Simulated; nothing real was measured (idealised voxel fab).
The document below concerns the process module designated voxel plated lines.
The cross-section on display is named cut; it measures 145 nm wide, and its cells are 5 nm squares.
The cross-sections in this document take the form of a grid made of square cells. They are written out as bands, in order from top to bottom. Each band consists of one or more rows of cells.
Read a band's entry like this: the first values are the height of its top and the height of its bottom in nm, and what follows is the sequence of materials from left to right, each with its width in nm. Note that "empty" is empty space, and that a single material marked "full width" reaches across the band from edge to edge.
Where do heights start? At 0: under that level the wafer as delivered is made of one material only. And the lowest band has no floor; it just carries on downward, as in "0 nm and below".
Think of "30->40" as a width that walks from the first number to the second as you go down the band, top row to bottom row, taking equal-sized steps from row to row.
Basically "changes: none" means that step didn't change any cell in the cross-section.
The list in "Cavities, sealed" covers empty spaces of 8 cells or more that cannot reach the top through any open way, and it gives each as width x height at distance; the distance is from the left edge, and width, height and distance are in nm.
Where a step's line continues beyond its settings, the continuation is a remark by the simulator itself on that step.
"overlay nm" on a masked step: distance the mask lay right of its planned place, negative for left.
# Here's what the planned process steps look like
- 1: RECEIVE | material Si
- 2: CONFORMAL_DEP | material Al2O3 | thk nm 10
- 3: DIRECTIONAL_DEP | material TiN | thk nm 5
- 4: PATTERN | tone open | mask id LINES | material resist | width nm 30 | pitch nm 45 | thk nm 20 | overlay nm 0
- 5: EPI | material Ru | thk nm 5
- 6: STRIP | etch materials resist
- 7: DIRECTIONAL_ETCH | etch materials TiN | depth nm 5
- 8: CONFORMAL_DEP | material SiO2 | thk nm 5
# Received-state cross-section, reflecting completion of step 1
0 nm and below | Si full width
Cavities, sealed: none
# Wafer cross-section at end of module: start and plan as shown above, one execution error
25 nm to 20 nm | empty 20, then SiO2 40, then empty 5, then SiO2 40, then empty 40
20 nm to 15 nm | empty 20, then SiO2 5, then Ru 30, then SiO2 5, then empty 5, then SiO2 5, then Ru 30, then SiO2 5, then empty 40
15 nm to 10 nm | SiO2 25, then TiN 30, then SiO2 15, then TiN 30, then SiO2 45
10 nm to 0 nm | Al2O3 full width
0 nm and below | Si full width
Cavities, sealed: none
Short version of what went wrong: step 4: run off-plan, actual operation and settings PATTERN | tone open | mask id LINES | material resist | width nm 30 | pitch nm 45 | thk nm 20 | overlay nm -10
